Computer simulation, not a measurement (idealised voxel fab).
Process module name: voxel gate over fins
Square cell edge 5 nm, section width 200 nm, ID cut.
Heads up, the way a cross-section reads in here is a grid of square cells, handed over as bands from the top down, with every band being one or more rows of cells.
The entry gives the band's vertical extent as a top height and a bottom height in nm, then its horizontal make-up as materials from left to right, each with a width in nm. "blank" stands for empty space; a single material marked "all across" fills the band edge to edge.
Heads up on the height convention: 0 is the point under which the incoming wafer is all one material, and the lowest band has no bottom, it just keeps going down, like "top 0, no bottom".
A width such as "30->40" changes by the same amount from each row of cells to the next, from the band's top row to its bottom row.
Given "remains unaltered" for a step, no cell of the cross-section differs between before and after that step.
"Enclosed empty spaces" lists enclosed empty spaces (at least 8 cells, no open path upward to the top), each as width x height at distance from the left edge, in nm.
Note: text after step settings on the step line = simulator remark on that step.
You can add "overlay nm" to a step's line. For a step with a mask, it describes how far the mask lay to the right of its planned position, and a negative number describes a lay to the left.

Here's what the planned process steps look like
1) RECEIVE, material Si
2) CONFORMAL_DEP, material SiN, thk nm 10
3) PATTERN, tone cover, mask id FINS, material resist, width nm 15, pitch nm 60, thk nm 15, overlay nm 0
4) DIRECTIONAL_ETCH, etch materials SiN, depth nm 10
5) DIRECTIONAL_ETCH, etch materials Si, depth nm 35
6) STRIP, etch materials resist
7) FILL_DEP, material SiO2, thk nm 5
8) CMP, height nm 10
9) DIRECTIONAL_DEP, material aC, thk nm 15
10) PATTERN, tone open, mask id RAIL, material resist, width nm 15, thk nm 30, overlay nm -15
11) DIRECTIONAL_ETCH, etch materials aC, depth nm 15
12) STRIP, etch materials resist
13) DIRECTIONAL_ETCH, etch materials SiO2, depth nm 40
14) STRIP, etch materials aC
15) CONFORMAL_DEP, material TiN, thk nm 5
16) FILL_DEP, material W, thk nm 5
17) CMP, height nm 10
18) SELECTIVE_ETCH, etch materials W Ru TiN, depth nm 30
19) FILL_DEP, material SiO2, thk nm 5
20) CMP, height nm 10
21) SELECTIVE_ETCH, etch materials SiO2, depth nm 25
22) STRIP, etch materials SiN
23) CONFORMAL_DEP, material HfO2, thk nm 5
24) CONFORMAL_DEP, material TiN, thk nm 5
25) CONFORMAL_DEP, material TiAl, thk nm 5
26) CONFORMAL_DEP, material TiN, thk nm 5
27) FILL_DEP, material W, thk nm 15
28) CMP, height nm 30
29) CONFORMAL_DEP, material SiCN, thk nm 5
The wafers are alike at the start. At step 10, their overlay nm differs. The plan lists the first wafer's value.

Here's the first of the wafers in cross-section, just as we got it, i.e. after step 1
	top 0, no bottom  Si all across
	Enclosed empty spaces: none

Post step 29, the closing step of the module: first of several wafers, cross-sectioned
	top 35, bottom 30  SiCN all across
	top 30, bottom 20  W all across
	top 20, bottom 15  W (40) | TiN (55) | W (5) | TiN (55) | W (45)
	top 15, bottom 10  W (40) | TiN (5) | TiAl (45) | TiN (5) | W (5) | TiN (5) | TiAl (45) | TiN (5) | W (45)
	top 10, bottom 5  W (40) | TiN (5) | TiAl (5) | TiN (35) | TiAl (5) | TiN (5) | W (5) | TiN (5) | TiAl (5) | TiN (35) | TiAl (5) | TiN (5) | W (45)
	top 5, bottom 0  TiN (45) | TiAl (5) | TiN (5) | HfO2 (25) | TiN (5) | TiAl (5) | TiN (15) | TiAl (5) | TiN (5) | HfO2 (25) | TiN (5) | TiAl (5) | TiN (50)
	top 0, bottom -5  TiAl (50) | TiN (5) | HfO2 (5) | Si (15) | HfO2 (5) | TiN (5) | TiAl (25) | TiN (5) | HfO2 (5) | Si (15) | HfO2 (5) | TiN (5) | TiAl (55)
	top -5, bottom -10  TiN (55) | HfO2 (5) | Si (15) | HfO2 (5) | TiN (35) | HfO2 (5) | Si (15) | HfO2 (5) | TiN (60)
	top -10, bottom -15  HfO2 (60) | Si (15) | HfO2 (45) | Si (15) | HfO2 (65)
	top -15, bottom -20  SiO2 (60) | Si (15) | SiO2 (45) | Si (15) | SiO2 (65)
	top -20, bottom -25  SiO2 (60) | Si (15) | TiN (5) | W (5) | TiN (5) | SiO2 (30) | Si (15) | SiO2 (65)
	top -25, bottom -30  SiO2 (60) | Si (15) | TiN (15) | SiO2 (30) | Si (15) | SiO2 (65)
	top -30, bottom -35  SiO2 (60) | Si (15) | SiO2 (45) | Si (15) | SiO2 (65)
	top -35, no bottom  Si all across
	Enclosed empty spaces: none

Here's the last wafer cross-sectioned at the end of the module
	top 35, bottom 30  SiCN all across
	top 30, bottom 20  W all across
	top 20, bottom 15  W (40) | TiN (55) | W (5) | TiN (55) | W (45)
	top 15, bottom 10  W (40) | TiN (5) | TiAl (45) | TiN (5) | W (5) | TiN (5) | TiAl (45) | TiN (5) | W (45)
	top 10, bottom 5  W (40) | TiN (5) | TiAl (5) | TiN (35) | TiAl (5) | TiN (5) | W (5) | TiN (5) | TiAl (5) | TiN (35) | TiAl (5) | TiN (5) | W (45)
	top 5, bottom 0  TiN (45) | TiAl (5) | TiN (5) | HfO2 (25) | TiN (5) | TiAl (5) | TiN (15) | TiAl (5) | TiN (5) | HfO2 (25) | TiN (5) | TiAl (5) | TiN (50)
	top 0, bottom -5  TiAl (50) | TiN (5) | HfO2 (5) | Si (15) | HfO2 (5) | TiN (5) | TiAl (25) | TiN (5) | HfO2 (5) | Si (15) | HfO2 (5) | TiN (5) | TiAl (55)
	top -5, bottom -10  TiN (55) | HfO2 (5) | Si (15) | HfO2 (5) | TiN (35) | HfO2 (5) | Si (15) | HfO2 (5) | TiN (60)
	top -10, bottom -15  HfO2 (60) | Si (15) | HfO2 (45) | Si (15) | HfO2 (65)
	top -15, bottom -20  SiO2 (60) | Si (15) | SiO2 (45) | Si (15) | SiO2 (65)
	top -20, bottom -25  SiO2 (60) | Si (15) | SiO2 (30) | TiN (5) | W (5) | TiN (5) | Si (15) | SiO2 (65)
	top -25, bottom -30  SiO2 (60) | Si (15) | SiO2 (30) | TiN (15) | Si (15) | SiO2 (65)
	top -30, bottom -35  SiO2 (60) | Si (15) | SiO2 (45) | Si (15) | SiO2 (65)
	top -35, no bottom  Si all across
	Enclosed empty spaces: none

each wafer at the end: cells of each material gained (+) or lost (-) since it was received, then its closed voids
overlay nm -15; +52 HfO2; -238 Si; +40 SiCN; +130 SiO2; +52 TiAl; +109 TiN; +135 W; Enclosed empty spaces: none
overlay nm -10; +52 HfO2; -238 Si; +40 SiCN; +130 SiO2; +52 TiAl; +109 TiN; +135 W; Enclosed empty spaces: none
overlay nm -5; +52 HfO2; -238 Si; +40 SiCN; +130 SiO2; +52 TiAl; +109 TiN; +135 W; Enclosed empty spaces: none
overlay nm 0; +52 HfO2; -238 Si; +40 SiCN; +130 SiO2; +52 TiAl; +109 TiN; +135 W; Enclosed empty spaces: none
overlay nm 5; +52 HfO2; -238 Si; +40 SiCN; +130 SiO2; +52 TiAl; +109 TiN; +135 W; Enclosed empty spaces: none
overlay nm 10; +52 HfO2; -238 Si; +40 SiCN; +130 SiO2; +52 TiAl; +109 TiN; +135 W; Enclosed empty spaces: none
overlay nm 15; +52 HfO2; -238 Si; +40 SiCN; +130 SiO2; +52 TiAl; +109 TiN; +135 W; Enclosed empty spaces: none
